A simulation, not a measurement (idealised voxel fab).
You're looking at the process module voxel capacitor over wiring.
150 nm wide, 5 nm square cells: that's cross-section cut.
Reading order for cross-sections: top band down to bottom band. Underlying form: a grid of square cells. Band size: one or more rows of cells.
Band: top height; bottom height; in nm. Then, left to right: material with width in nm, for each material. "full width": a single material spanning edge to edge. "empty": empty space.
Heads up on the height convention: 0 is the point under which the incoming wafer is all one material, and the lowest band has no bottom, it just keeps going down, like "z 0 and below".
Note: "30 to 40" means the width goes from the first number (top row of the band) to the second number (bottom row) in equal steps per row of cells.
Given "no modifications" for a step, no cell of the cross-section differs between before and after that step.
Each empty space that has no open way to the top and spans at least 8 cells appears under "Sealed internal voids" as width x height at distance, the distance counted from the left edge, all in nm.
Step line, after settings: the simulator's comment on this step.
Each step line may optionally specify "overlay nm", which for a step with a mask gives the rightward distance between the mask's planned place and where it lay, a negative value indicating the leftward direction.
Reading guide: pairs of cross-sections, before and after one process step; after view cut off at lowest changed band; step and settings listed under each pair. Pairs may stem from different runs of this module on the same starting wafer; continuity with the pair above only where the "Pre-processing view" entry states it.

Pre-processing view
  z 0 and below = Si full width
  Sealed internal voids: none

Post-Step Section View
  z 15 to 0 = SiO2 full width
  Everything under 0 stays put, no change at all.
  Sealed internal voids: none
Relating the two cross-sections above, the step in between is CONFORMAL_DEP,material SiO2,thk nm 15

Pre-processing view: the cross-section after the pair above

Post-Step Section View
  z 20 to 15 = TiN full width
  Everything under 15 stays put, no change at all.
  Sealed internal voids: none
Relating the two cross-sections above, the step in between is DIRECTIONAL_DEP,material TiN,thk nm 5

Pre-processing view: the cross-section after the pair above

Post-Step Section View
  z 35 to 20 = Ru full width
  Everything under 20 stays put, no change at all.
  Sealed internal voids: none
Relating the two cross-sections above, the step in between is DIRECTIONAL_DEP,material Ru,thk nm 15

Pre-processing view: the cross-section after the pair above

Post-Step Section View
  z 35 to 20 = empty=25 / Ru=20 / empty=55 / Ru=20 / empty=30
  Everything under 20 stays put, no change at all.
  Sealed internal voids: none
Relating the two cross-sections above, the step in between is MASKED_ETCH,tone cover,mask id METAL_1,width nm 20,pitch nm 75,etch materials Ru,depth nm 15,overlay nm 0

Pre-processing view: the cross-section after the pair above

Post-Step Section View
  z 35 to 20 = empty=25 / Ru=20 / empty=55 / Ru=20 / empty=30
  z 20 to 15 = empty=25 / TiN=20 / empty=55 / TiN=20 / empty=30
  Everything under 15 stays put, no change at all.
  Sealed internal voids: none
Relating the two cross-sections above, the step in between is MASKED_ETCH,tone cover,mask id METAL_1,width nm 20,pitch nm 75,etch materials TiN,depth nm 5,overlay nm 0

Pre-processing view: the cross-section after the pair above

Post-Step Section View
  z 40 to 35 = lowk full width
  z 35 to 20 = lowk=25 / Ru=20 / lowk=55 / Ru=20 / lowk=30
  z 20 to 15 = lowk=25 / TiN=20 / lowk=55 / TiN=20 / lowk=30
  Everything under 15 stays put, no change at all.
  Sealed internal voids: none
Relating the two cross-sections above, the step in between is FILL_DEP,material lowk,thk nm 5

Pre-processing view: the cross-section after the pair above

Post-Step Section View
  z 35 to 20 = lowk=25 / Ru=20 / lowk=55 / Ru=20 / lowk=30
  Everything under 20 stays put, no change at all.
  Sealed internal voids: none
Relating the two cross-sections above, the step in between is CMP,height nm 35

Pre-processing view: the cross-section after the pair above

Post-Step Section View
  z 40 to 35 = SiCN full width
  Everything under 35 stays put, no change at all.
  Sealed internal voids: none
Relating the two cross-sections above, the step in between is CONFORMAL_DEP,material SiCN,thk nm 5

Pre-processing view: the cross-section after the pair above

Post-Step Section View
  z 50 to 40 = SiO2 full width
  Everything under 40 stays put, no change at all.
  Sealed internal voids: none
Relating the two cross-sections above, the step in between is DIRECTIONAL_DEP,material SiO2,thk nm 10

Pre-processing view: the cross-section after the pair above

Post-Step Section View
  z 60 to 50 = aC full width
  Everything under 50 stays put, no change at all.
  Sealed internal voids: none
Relating the two cross-sections above, the step in between is DIRECTIONAL_DEP,material aC,thk nm 10

Pre-processing view: the cross-section after the pair above

Post-Step Section View
  z 90 to 60 = resist=30 / empty=15 / resist=105
  Everything under 60 stays put, no change at all.
  Sealed internal voids: none
Relating the two cross-sections above, the step in between is PATTERN,tone open,mask id PLUG_1,material resist,width nm 15,thk nm 30,overlay nm 0

Pre-processing view: the cross-section after the pair above

Post-Step Section View
  z 80 to 60 = resist=30 / empty=15 / resist=105
  z 60 to 50 = aC=30 / empty=15 / aC=105
  Everything under 50 stays put, no change at all.
  Sealed internal voids: none
Relating the two cross-sections above, the step in between is DIRECTIONAL_ETCH,etch materials aC,depth nm 10

Pre-processing view: the cross-section after the pair above

Post-Step Section View
  z 60 to 50 = aC=30 / empty=15 / aC=105
  Everything under 50 stays put, no change at all.
  Sealed internal voids: none
Relating the two cross-sections above, the step in between is STRIP,etch materials resist

Pre-processing view: the cross-section after the pair above

Post-Step Section View
  z 60 to 50 = aC=30 / empty=15 / aC=105
  z 50 to 40 = SiO2=30 / empty=15 / SiO2=105
  Everything under 40 stays put, no change at all.
  Sealed internal voids: none
Relating the two cross-sections above, the step in between is DIRECTIONAL_ETCH,etch materials SiO2,depth nm 10

Pre-processing view: the cross-section after the pair above

Post-Step Section View
  z 60 to 50 = aC=30 / empty=15 / aC=105
  z 50 to 40 = SiO2=30 / empty=15 / SiO2=105
  z 40 to 35 = SiCN=30 / empty=15 / SiCN=105
  Everything under 35 stays put, no change at all.
  Sealed internal voids: none
Relating the two cross-sections above, the step in between is DIRECTIONAL_ETCH,etch materials SiCN,depth nm 5

Pre-processing view: the cross-section after the pair above

Post-Step Section View
  z 50 to 40 = SiO2=30 / empty=15 / SiO2=105
  Everything under 40 stays put, no change at all.
  Sealed internal voids: none
Relating the two cross-sections above, the step in between is STRIP,etch materials aC

Pre-processing view: the cross-section after the pair above

Post-Step Section View
  z 50 to 45 = SiO2=30 / empty=15 / SiO2=105
  z 45 to 40 = SiO2=30 / Ru=15 / SiO2=105
  z 40 to 35 = SiCN=30 / Ru=15 / SiCN=105
  Everything under 35 stays put, no change at all.
  Sealed internal voids: none
Relating the two cross-sections above, the step in between is EPI,material Ru,thk nm 10

Pre-processing view: the cross-section after the pair above

Post-Step Section View
  z 50 to 40 = SiO2=30 / Ru=15 / SiO2=105
  Everything under 40 stays put, no change at all.
  Sealed internal voids: none
Relating the two cross-sections above, the step in between is EPI,material Ru,thk nm 5

Pre-processing view: the cross-section after the pair above

Post-Step Section View
  z 60 to 50 = TiN full width
  Everything under 50 stays put, no change at all.
  Sealed internal voids: none
Relating the two cross-sections above, the step in between is DIRECTIONAL_DEP,material TiN,thk nm 10

Pre-processing view: the cross-section after the pair above

Post-Step Section View
  z 65 to 60 = Al2O3 full width
  Everything under 60 stays put, no change at all.
  Sealed internal voids: none
Relating the two cross-sections above, the step in between is DIRECTIONAL_DEP,material Al2O3,thk nm 5

Pre-processing view: the cross-section after the pair above

Post-Step Section View
  z 70 to 65 = TiN full width
  Everything under 65 stays put, no change at all.
  Sealed internal voids: none
Relating the two cross-sections above, the step in between is DIRECTIONAL_DEP,material TiN,thk nm 5

Pre-processing view: the cross-section after the pair above

Post-Step Section View
  z 80 to 70 = aC full width
  Everything under 70 stays put, no change at all.
  Sealed internal voids: none
Relating the two cross-sections above, the step in between is DIRECTIONAL_DEP,material aC,thk nm 10

Pre-processing view: the cross-section after the pair above

Post-Step Section View
  z 105 to 80 = empty=30 / resist=60 / empty=60
  Everything under 80 stays put, no change at all.
  Sealed internal voids: none
Relating the two cross-sections above, the step in between is PATTERN,tone cover,mask id UPPER_PLATE,material resist,width nm 60,thk nm 25,overlay nm 0

Pre-processing view: the cross-section after the pair above

Post-Step Section View
  z 95 to 80 = empty=30 / resist=60 / empty=60
  z 80 to 70 = empty=30 / aC=60 / empty=60
  Everything under 70 stays put, no change at all.
  Sealed internal voids: none
Relating the two cross-sections above, the step in between is DIRECTIONAL_ETCH,etch materials aC,depth nm 10

Pre-processing view: the cross-section after the pair above

Post-Step Section View
  z 80 to 70 = empty=30 / aC=60 / empty=60
  Everything under 70 stays put, no change at all.
  Sealed internal voids: none
Relating the two cross-sections above, the step in between is STRIP,etch materials resist

Pre-processing view: the cross-section after the pair above

Post-Step Section View
  z 80 to 70 = empty=30 / aC=60 / empty=60
  z 70 to 65 = empty=30 / TiN=60 / empty=60
  Everything under 65 stays put, no change at all.
  Sealed internal voids: none
Relating the two cross-sections above, the step in between is DIRECTIONAL_ETCH,etch materials TiN,depth nm 5

Pre-processing view: the cross-section after the pair above

Post-Step Section View
  z 80 to 70 = empty=30 / aC=60 / empty=60
  z 70 to 65 = empty=30 / TiN=60 / empty=60
  z 65 to 60 = empty=30 / Al2O3=60 / empty=60
  Everything under 60 stays put, no change at all.
  Sealed internal voids: none
Relating the two cross-sections above, the step in between is DIRECTIONAL_ETCH,etch materials Al2O3,depth nm 5

Pre-processing view: the cross-section after the pair above

Post-Step Section View
  z 70 to 65 = empty=30 / TiN=60 / empty=60
  Everything under 65 stays put, no change at all.
  Sealed internal voids: none
Relating the two cross-sections above, the step in between is STRIP,etch materials aC

Pre-processing view: the cross-section after the pair above

Post-Step Section View
  z 85 to 75 = empty=30 / aC=60 / empty=60
  z 75 to 70 = aC full width
  z 70 to 65 = aC=30 / TiN=60 / aC=60
  z 65 to 60 = aC=30 / Al2O3=60 / aC=60
  Everything under 60 stays put, no change at all.
  Sealed internal voids: none
Relating the two cross-sections above, the step in between is DIRECTIONAL_DEP,material aC,thk nm 15

Pre-processing view: the cross-section after the pair above

Post-Step Section View
  z 115 to 85 = empty=25 / resist=70 / empty=55
  z 85 to 75 = empty=25 / resist=5 / aC=60 / resist=5 / empty=55
  Everything under 75 stays put, no change at all.
  Sealed internal voids: none
Relating the two cross-sections above, the step in between is PATTERN,tone cover,mask id LOWER_PLATE,material resist,width nm 70,thk nm 30,overlay nm 0

Pre-processing view: the cross-section after the pair above

Post-Step Section View
  z 100 to 85 = empty=25 / resist=70 / empty=55
  z 85 to 75 = empty=25 / resist=5 / aC=60 / resist=5 / empty=55
  z 75 to 70 = empty=25 / aC=70 / empty=55
  z 70 to 65 = empty=25 / aC=5 / TiN=60 / aC=5 / empty=55
  z 65 to 60 = empty=25 / aC=5 / Al2O3=60 / aC=5 / empty=55
  Everything under 60 stays put, no change at all.
  Sealed internal voids: none
Relating the two cross-sections above, the step in between is DIRECTIONAL_ETCH,etch materials aC,depth nm 15

Pre-processing view: the cross-section after the pair above

Post-Step Section View
  z 85 to 75 = empty=30 / aC=60 / empty=60
  Everything under 75 stays put, no change at all.
  Sealed internal voids: none
Relating the two cross-sections above, the step in between is STRIP,etch materials resist

Pre-processing view: the cross-section after the pair above

Post-Step Section View
  z 85 to 75 = empty=30 / aC=60 / empty=60
  z 75 to 70 = empty=25 / aC=70 / empty=55
  z 70 to 65 = empty=25 / aC=5 / TiN=60 / aC=5 / empty=55
  z 65 to 60 = empty=25 / aC=5 / Al2O3=60 / aC=5 / empty=55
  z 60 to 50 = empty=25 / TiN=70 / empty=55
  Everything under 50 stays put, no change at all.
  Sealed internal voids: none
Relating the two cross-sections above, the step in between is DIRECTIONAL_ETCH,etch materials TiN,depth nm 10

Pre-processing view: the cross-section after the pair above

Post-Step Section View
  z 70 to 65 = empty=30 / TiN=60 / empty=60
  z 65 to 60 = empty=30 / Al2O3=60 / empty=60
  Everything under 60 stays put, no change at all.
  Sealed internal voids: none
Relating the two cross-sections above, the step in between is STRIP,etch materials aC

Pre-processing view: the cross-section after the pair above

Post-Step Section View
  z 90 to 70 = SiO2 full width
  z 70 to 65 = SiO2=30 / TiN=60 / SiO2=60
  z 65 to 60 = SiO2=30 / Al2O3=60 / SiO2=60
  z 60 to 50 = SiO2=25 / TiN=70 / SiO2=55
  Everything under 50 stays put, no change at all.
  Sealed internal voids: none
Relating the two cross-sections above, the step in between is FILL_DEP,material SiO2,thk nm 20

Pre-processing view: the cross-section after the pair above

Post-Step Section View
  z 85 to 70 = SiO2 full width
  Everything under 70 stays put, no change at all.
  Sealed internal voids: none
Relating the two cross-sections above, the step in between is CMP,height nm 85

Pre-processing view: the cross-section after the pair above

Post-Step Section View
  z 85 to 70 = SiO2=40 / empty=15 / SiO2=95
  Everything under 70 stays put, no change at all.
  Sealed internal voids: none
Relating the two cross-sections above, the step in between is MASKED_ETCH,tone open,mask id PLUG_2,width nm 15,etch materials SiO2,depth nm 15,overlay nm 0

Pre-processing view: the cross-section after the pair above

Post-Step Section View
  z 90 to 85 = TiN=45 / empty=5 / TiN=100
  z 85 to 75 = SiO2=40 / TiN=5 / empty=5 / TiN=5 / SiO2=95
  z 75 to 65 = SiO2=40 to 30 / TiN=15 to 60 / SiO2=95 to 60
  Everything under 65 stays put, no change at all.
  Sealed internal voids: none
Relating the two cross-sections above, the step in between is CONFORMAL_DEP,material TiN,thk nm 5

Pre-processing view: the cross-section after the pair above

Post-Step Section View
  z 100 to 90 = W full width
  z 90 to 85 = TiN=45 / W=5 / TiN=100
  z 85 to 75 = SiO2=40 / TiN=5 / W=5 / TiN=5 / SiO2=95
  Everything under 75 stays put, no change at all.
  Sealed internal voids: none
Relating the two cross-sections above, the step in between is FILL_DEP,material W,thk nm 10

Pre-processing view: the cross-section after the pair above

Post-Step Section View
  z 85 to 75 = SiO2=40 / TiN=5 / W=5 / TiN=5 / SiO2=95
  Everything under 75 stays put, no change at all.
  Sealed internal voids: none
Relating the two cross-sections above, the step in between is CMP,height nm 85

Pre-processing view: the cross-section after the pair above

Post-Step Section View
  z 90 to 85 = SiN full width
  Everything under 85 stays put, no change at all.
  Sealed internal voids: none
Relating the two cross-sections above, the step in between is CONFORMAL_DEP,material SiN,thk nm 5

Pre-processing view
  z 65 to 60 = Al2O3 full width
  z 60 to 50 = TiN full width
  z 50 to 40 = SiO2=30 / Ru=15 / SiO2=105
  z 40 to 35 = SiCN=30 / Ru=15 / SiCN=105
  z 35 to 20 = lowk=25 / Ru=20 / lowk=55 / Ru=20 / lowk=30
  z 20 to 15 = lowk=25 / TiN=20 / lowk=55 / TiN=20 / lowk=30
  z 15 to 0 = SiO2 full width
  z 0 and below = Si full width
  Sealed internal voids: none

Post-Step Section View
  z 75 to 65 = aC full width
  Everything under 65 stays put, no change at all.
  Sealed internal voids: none
Relating the two cross-sections above, the step in between is DIRECTIONAL_DEP,material aC,thk nm 10

Pre-processing view: the cross-section after the pair above

Post-Step Section View
  z 100 to 75 = empty=30 / resist=60 / empty=60
  Everything under 75 stays put, no change at all.
  Sealed internal voids: none
Relating the two cross-sections above, the step in between is PATTERN,tone cover,mask id UPPER_PLATE,material resist,width nm 60,thk nm 25,overlay nm 0

Pre-processing view: the cross-section after the pair above

Post-Step Section View
  z 90 to 75 = empty=30 / resist=60 / empty=60
  z 75 to 65 = empty=30 / aC=60 / empty=60
  Everything under 65 stays put, no change at all.
  Sealed internal voids: none
Relating the two cross-sections above, the step in between is DIRECTIONAL_ETCH,etch materials aC,depth nm 10

Pre-processing view: the cross-section after the pair above

Post-Step Section View
  z 75 to 65 = empty=30 / aC=60 / empty=60
  Everything under 65 stays put, no change at all.
  Sealed internal voids: none
Relating the two cross-sections above, the step in between is STRIP,etch materials resist

Pre-processing view: the cross-section after the pair above

Post-Step Section View
  z 75 to 65 = empty=30 / aC=60 / empty=60
  z 65 to 60 = empty=30 / Al2O3=60 / empty=60
  Everything under 60 stays put, no change at all.
  Sealed internal voids: none
Relating the two cross-sections above, the step in between is DIRECTIONAL_ETCH,etch materials Al2O3,depth nm 5

Pre-processing view: the cross-section after the pair above

Post-Step Section View
  z 65 to 60 = empty=30 / Al2O3=60 / empty=60
  Everything under 60 stays put, no change at all.
  Sealed internal voids: none
Relating the two cross-sections above, the step in between is STRIP,etch materials aC

Pre-processing view: the cross-section after the pair above

Post-Step Section View
  z 80 to 75 = empty=30 / aC=60 / empty=60
  z 75 to 65 = aC full width
  z 65 to 60 = aC=30 / Al2O3=60 / aC=60
  Everything under 60 stays put, no change at all.
  Sealed internal voids: none
Relating the two cross-sections above, the step in between is DIRECTIONAL_DEP,material aC,thk nm 15

Pre-processing view: the cross-section after the pair above

Post-Step Section View
  z 110 to 80 = empty=25 / resist=70 / empty=55
  z 80 to 75 = empty=25 / resist=5 / aC=60 / resist=5 / empty=55
  Everything under 75 stays put, no change at all.
  Sealed internal voids: none
Relating the two cross-sections above, the step in between is PATTERN,tone cover,mask id LOWER_PLATE,material resist,width nm 70,thk nm 30,overlay nm 0

Pre-processing view: the cross-section after the pair above

Post-Step Section View
  z 95 to 80 = empty=25 / resist=70 / empty=55
  z 80 to 75 = empty=25 / resist=5 / aC=60 / resist=5 / empty=55
  z 75 to 65 = empty=25 / aC=70 / empty=55
  z 65 to 60 = empty=25 / aC=5 / Al2O3=60 / aC=5 / empty=55
  Everything under 60 stays put, no change at all.
  Sealed internal voids: none
Relating the two cross-sections above, the step in between is DIRECTIONAL_ETCH,etch materials aC,depth nm 15

Pre-processing view: the cross-section after the pair above

Post-Step Section View
  z 80 to 75 = empty=30 / aC=60 / empty=60
  Everything under 75 stays put, no change at all.
  Sealed internal voids: none
Relating the two cross-sections above, the step in between is STRIP,etch materials resist

Pre-processing view: the cross-section after the pair above

Post-Step Section View
  z 80 to 75 = empty=30 / aC=60 / empty=60
  z 75 to 65 = empty=25 / aC=70 / empty=55
  z 65 to 60 = empty=25 / aC=5 / Al2O3=60 / aC=5 / empty=55
  z 60 to 50 = empty=25 / TiN=70 / empty=55
  Everything under 50 stays put, no change at all.
  Sealed internal voids: none
Relating the two cross-sections above, the step in between is DIRECTIONAL_ETCH,etch materials TiN,depth nm 10

Pre-processing view: the cross-section after the pair above

Post-Step Section View
  z 65 to 60 = empty=30 / Al2O3=60 / empty=60
  Everything under 60 stays put, no change at all.
  Sealed internal voids: none
Relating the two cross-sections above, the step in between is STRIP,etch materials aC

Pre-processing view: the cross-section after the pair above

Post-Step Section View
  z 85 to 65 = SiO2 full width
  z 65 to 60 = SiO2=30 / Al2O3=60 / SiO2=60
  z 60 to 50 = SiO2=25 / TiN=70 / SiO2=55
  Everything under 50 stays put, no change at all.
  Sealed internal voids: none
Relating the two cross-sections above, the step in between is FILL_DEP,material SiO2,thk nm 20

Pre-processing view: the cross-section after the pair above

Post-Step Section View
  z 85 to 70 = SiO2=40 / empty=15 / SiO2=95
  Everything under 70 stays put, no change at all.
  Sealed internal voids: none
Relating the two cross-sections above, the step in between is MASKED_ETCH,tone open,mask id PLUG_2,width nm 15,etch materials SiO2,depth nm 15,overlay nm 0

Pre-processing view: the cross-section after the pair above

Post-Step Section View
  z 90 to 85 = TiN=45 / empty=5 / TiN=100
  z 85 to 75 = SiO2=40 / TiN=5 / empty=5 / TiN=5 / SiO2=95
  z 75 to 70 = SiO2=40 / TiN=15 / SiO2=95
  Everything under 70 stays put, no change at all.
  Sealed internal voids: none
Relating the two cross-sections above, the step in between is CONFORMAL_DEP,material TiN,thk nm 5

Pre-processing view: the cross-section after the pair above

Post-Step Section View
  z 100 to 90 = W full width
  z 90 to 85 = TiN=45 / W=5 / TiN=100
  z 85 to 75 = SiO2=40 / TiN=5 / W=5 / TiN=5 / SiO2=95
  Everything under 75 stays put, no change at all.
  Sealed internal voids: none
Relating the two cross-sections above, the step in between is FILL_DEP,material W,thk nm 10

Pre-processing view: the cross-section after the pair above

Post-Step Section View
  z 85 to 75 = SiO2=40 / TiN=5 / W=5 / TiN=5 / SiO2=95
  Everything under 75 stays put, no change at all.
  Sealed internal voids: none
Relating the two cross-sections above, the step in between is CMP,height nm 85

Pre-processing view: the cross-section after the pair above

Post-Step Section View
  z 90 to 85 = SiN full width
  Everything under 85 stays put, no change at all.
  Sealed internal voids: none
Relating the two cross-sections above, the step in between is CONFORMAL_DEP,material SiN,thk nm 5

Pre-processing view
  z 50 to 45 = SiO2=30 / empty=15 / SiO2=105
  z 45 to 40 = SiO2=30 / Ru=15 / SiO2=105
  z 40 to 35 = SiCN=30 / Ru=15 / SiCN=105
  z 35 to 20 = lowk=25 / Ru=20 / lowk=55 / Ru=20 / lowk=30
  z 20 to 15 = lowk=25 / TiN=20 / lowk=55 / TiN=20 / lowk=30
  z 15 to 0 = SiO2 full width
  z 0 and below = Si full width
  Sealed internal voids: none

Post-Step Section View
  z 55 to 50 = empty=25 / Ru=25 / empty=100
  z 50 to 40 = SiO2=30 / Ru=15 / SiO2=105
  Everything under 40 stays put, no change at all.
  Sealed internal voids: none
Relating the two cross-sections above, the step in between is EPI,material Ru,thk nm 10

Pre-processing view: the cross-section after the pair above

Post-Step Section View
  z 60 to 50 = empty=20 / Ru=35 / empty=95
  Everything under 50 stays put, no change at all.
  Sealed internal voids: none
Relating the two cross-sections above, the step in between is EPI,material Ru,thk nm 5

Pre-processing view: the cross-section after the pair above

Post-Step Section View
  z 70 to 60 = empty=20 / TiN=35 / empty=95
  z 60 to 50 = TiN=20 / Ru=35 / TiN=95
  Everything under 50 stays put, no change at all.
  Sealed internal voids: none
Relating the two cross-sections above, the step in between is DIRECTIONAL_DEP,material TiN,thk nm 10

Pre-processing view: the cross-section after the pair above

Post-Step Section View
  z 75 to 70 = empty=20 / Al2O3=35 / empty=95
  z 70 to 65 = empty=20 / TiN=35 / empty=95
  z 65 to 60 = Al2O3=20 / TiN=35 / Al2O3=95
  Everything under 60 stays put, no change at all.
  Sealed internal voids: none
Relating the two cross-sections above, the step in between is DIRECTIONAL_DEP,material Al2O3,thk nm 5

Pre-processing view: the cross-section after the pair above

Post-Step Section View
  z 80 to 75 = empty=20 / TiN=35 / empty=95
  z 75 to 70 = empty=20 / Al2O3=35 / empty=95
  z 70 to 65 = TiN full width
  Everything under 65 stays put, no change at all.
  Sealed internal voids: none
Relating the two cross-sections above, the step in between is DIRECTIONAL_DEP,material TiN,thk nm 5

Pre-processing view: the cross-section after the pair above

Post-Step Section View
  z 90 to 80 = empty=20 / aC=35 / empty=95
  z 80 to 75 = aC=20 / TiN=35 / aC=95
  z 75 to 70 = aC=20 / Al2O3=35 / aC=95
  Everything under 70 stays put, no change at all.
  Sealed internal voids: none
Relating the two cross-sections above, the step in between is DIRECTIONAL_DEP,material aC,thk nm 10

Pre-processing view: the cross-section after the pair above

Post-Step Section View
  z 115 to 90 = empty=30 / resist=60 / empty=60
  z 90 to 80 = empty=20 / aC=35 / resist=35 / empty=60
  Everything under 80 stays put, no change at all.
  Sealed internal voids: none
Relating the two cross-sections above, the step in between is PATTERN,tone cover,mask id UPPER_PLATE,material resist,width nm 60,thk nm 25,overlay nm 0

Pre-processing view: the cross-section after the pair above

Post-Step Section View
  z 105 to 90 = empty=30 / resist=60 / empty=60
  z 90 to 80 = empty=30 / aC=25 / resist=35 / empty=60
  z 80 to 75 = empty=20 / TiN=35 / aC=35 / empty=60
  z 75 to 70 = empty=20 / Al2O3=35 / aC=35 / empty=60
  Everything under 70 stays put, no change at all.
  Sealed internal voids: none
Relating the two cross-sections above, the step in between is DIRECTIONAL_ETCH,etch materials aC,depth nm 10

Pre-processing view: the cross-section after the pair above

Post-Step Section View
  z 90 to 80 = empty=30 / aC=25 / empty=95
  Everything under 80 stays put, no change at all.
  Sealed internal voids: none
Relating the two cross-sections above, the step in between is STRIP,etch materials resist

Pre-processing view: the cross-section after the pair above

Post-Step Section View
  z 90 to 80 = empty=30 / aC=25 / empty=95
  z 80 to 75 = empty=30 / TiN=25 / aC=35 / empty=60
  z 75 to 70 = empty=20 / Al2O3=35 / aC=35 / empty=60
  z 70 to 65 = empty=20 / TiN=70 / empty=60
  Everything under 65 stays put, no change at all.
  Sealed internal voids: none
Relating the two cross-sections above, the step in between is DIRECTIONAL_ETCH,etch materials TiN,depth nm 5

Pre-processing view: the cross-section after the pair above

Post-Step Section View
  z 90 to 80 = empty=30 / aC=25 / empty=95
  z 80 to 75 = empty=30 / TiN=25 / aC=35 / empty=60
  z 75 to 70 = empty=30 / Al2O3=25 / aC=35 / empty=60
  z 70 to 65 = empty=20 / TiN=70 / empty=60
  z 65 to 60 = empty=20 / TiN=35 / Al2O3=35 / empty=60
  Everything under 60 stays put, no change at all.
  Sealed internal voids: none
Relating the two cross-sections above, the step in between is DIRECTIONAL_ETCH,etch materials Al2O3,depth nm 5

Pre-processing view: the cross-section after the pair above

Post-Step Section View
  z 80 to 75 = empty=30 / TiN=25 / empty=95
  z 75 to 70 = empty=30 / Al2O3=25 / empty=95
  Everything under 70 stays put, no change at all.
  Sealed internal voids: none
Relating the two cross-sections above, the step in between is STRIP,etch materials aC

Pre-processing view: the cross-section after the pair above

Post-Step Section View
  z 95 to 85 = empty=30 / aC=25 / empty=95
  z 85 to 80 = empty=20 / aC=70 / empty=60
  z 80 to 75 = empty=20 / aC=10 / TiN=25 / aC=35 / empty=60
  z 75 to 70 = aC=30 / Al2O3=25 / aC=95
  z 70 to 65 = aC=20 / TiN=70 / aC=60
  z 65 to 60 = aC=20 / TiN=35 / Al2O3=35 / aC=60
  Everything under 60 stays put, no change at all.
  Sealed internal voids: none
Relating the two cross-sections above, the step in between is DIRECTIONAL_DEP,material aC,thk nm 15

Pre-processing view: the cross-section after the pair above

Post-Step Section View
  z 125 to 95 = empty=25 / resist=70 / empty=55
  z 95 to 85 = empty=25 / resist=5 / aC=25 / resist=40 / empty=55
  z 85 to 80 = empty=20 / aC=70 / resist=5 / empty=55
  z 80 to 75 = empty=20 / aC=10 / TiN=25 / aC=35 / resist=5 / empty=55
  Everything under 75 stays put, no change at all.
  Sealed internal voids: none
Relating the two cross-sections above, the step in between is PATTERN,tone cover,mask id LOWER_PLATE,material resist,width nm 70,thk nm 30,overlay nm 0

Pre-processing view: the cross-section after the pair above

Post-Step Section View
  z 110 to 95 = empty=25 / resist=70 / empty=55
  z 95 to 85 = empty=25 / resist=5 / aC=25 / resist=40 / empty=55
  z 85 to 80 = empty=25 / aC=65 / resist=5 / empty=55
  z 80 to 75 = empty=25 / aC=5 / TiN=25 / aC=35 / resist=5 / empty=55
  z 75 to 70 = empty=25 / aC=5 / Al2O3=25 / aC=40 / empty=55
  z 70 to 65 = empty=20 / TiN=70 / aC=5 / empty=55
  z 65 to 60 = empty=20 / TiN=35 / Al2O3=35 / aC=5 / empty=55
  Everything under 60 stays put, no change at all.
  Sealed internal voids: none
Relating the two cross-sections above, the step in between is DIRECTIONAL_ETCH,etch materials aC,depth nm 15

Pre-processing view: the cross-section after the pair above

Post-Step Section View
  z 95 to 85 = empty=30 / aC=25 / empty=95
  z 85 to 80 = empty=25 / aC=65 / empty=60
  z 80 to 75 = empty=25 / aC=5 / TiN=25 / aC=35 / empty=60
  Everything under 75 stays put, no change at all.
  Sealed internal voids: none
Relating the two cross-sections above, the step in between is STRIP,etch materials resist

Pre-processing view: the cross-section after the pair above

Post-Step Section View
  z 95 to 85 = empty=30 / aC=25 / empty=95
  z 85 to 80 = empty=25 / aC=65 / empty=60
  z 80 to 75 = empty=25 / aC=5 / TiN=25 / aC=35 / empty=60
  z 75 to 70 = empty=25 / aC=5 / Al2O3=25 / aC=40 / empty=55
  z 70 to 65 = empty=25 / TiN=65 / aC=5 / empty=55
  z 65 to 60 = empty=25 / TiN=30 / Al2O3=35 / aC=5 / empty=55
  z 60 to 50 = empty=20 / Ru=35 / TiN=40 / empty=55
  Everything under 50 stays put, no change at all.
  Sealed internal voids: none
Relating the two cross-sections above, the step in between is DIRECTIONAL_ETCH,etch materials TiN,depth nm 10

Pre-processing view: the cross-section after the pair above

Post-Step Section View
  z 80 to 75 = empty=30 / TiN=25 / empty=95
  z 75 to 70 = empty=30 / Al2O3=25 / empty=95
  z 70 to 65 = empty=25 / TiN=65 / empty=60
  z 65 to 60 = empty=25 / TiN=30 / Al2O3=35 / empty=60
  Everything under 60 stays put, no change at all.
  Sealed internal voids: none
Relating the two cross-sections above, the step in between is STRIP,etch materials aC

Pre-processing view: the cross-section after the pair above

Post-Step Section View
  z 100 to 80 = SiO2 full width
  z 80 to 75 = SiO2=30 / TiN=25 / SiO2=95
  z 75 to 70 = SiO2=30 / Al2O3=25 / SiO2=95
  z 70 to 65 = SiO2=25 / TiN=65 / SiO2=60
  z 65 to 60 = SiO2=25 / TiN=30 / Al2O3=35 / SiO2=60
  z 60 to 50 = SiO2=20 / Ru=35 / TiN=40 / SiO2=55
  Everything under 50 stays put, no change at all.
  Sealed internal voids: none
Relating the two cross-sections above, the step in between is FILL_DEP,material SiO2,thk nm 20

Pre-processing view: the cross-section after the pair above

Post-Step Section View
  z 85 to 80 = SiO2 full width
  Everything under 80 stays put, no change at all.
  Sealed internal voids: none
Relating the two cross-sections above, the step in between is CMP,height nm 85

Pre-processing view: the cross-section after the pair above

Post-Step Section View
  z 85 to 80 = SiO2=40 / empty=15 / SiO2=95
  Everything under 80 stays put, no change at all.
  Sealed internal voids: none
Relating the two cross-sections above, the step in between is MASKED_ETCH,tone open,mask id PLUG_2,width nm 15,etch materials SiO2,depth nm 15,overlay nm 0

Pre-processing view: the cross-section after the pair above

Post-Step Section View
  z 90 to 85 = TiN=45 / empty=5 / TiN=100
  z 85 to 75 = SiO2=40 to 30 / TiN=15 to 25 / SiO2=95
  Everything under 75 stays put, no change at all.
  Sealed internal voids: none
Relating the two cross-sections above, the step in between is CONFORMAL_DEP,material TiN,thk nm 5

Pre-processing view: the cross-section after the pair above

Post-Step Section View
  z 100 to 90 = W full width
  z 90 to 85 = TiN=45 / W=5 / TiN=100
  Everything under 85 stays put, no change at all.
  Sealed internal voids: none
Relating the two cross-sections above, the step in between is FILL_DEP,material W,thk nm 10

Pre-processing view: the cross-section after the pair above

Post-Step Section View
  z 85 to 75 = SiO2=40 to 30 / TiN=15 to 25 / SiO2=95
  Everything under 75 stays put, no change at all.
  Sealed internal voids: none
Relating the two cross-sections above, the step in between is CMP,height nm 85

Pre-processing view: the cross-section after the pair above

Post-Step Section View
  z 90 to 85 = SiN full width
  Everything under 85 stays put, no change at all.
  Sealed internal voids: none
Relating the two cross-sections above, the step in between is CONFORMAL_DEP,material SiN,thk nm 5
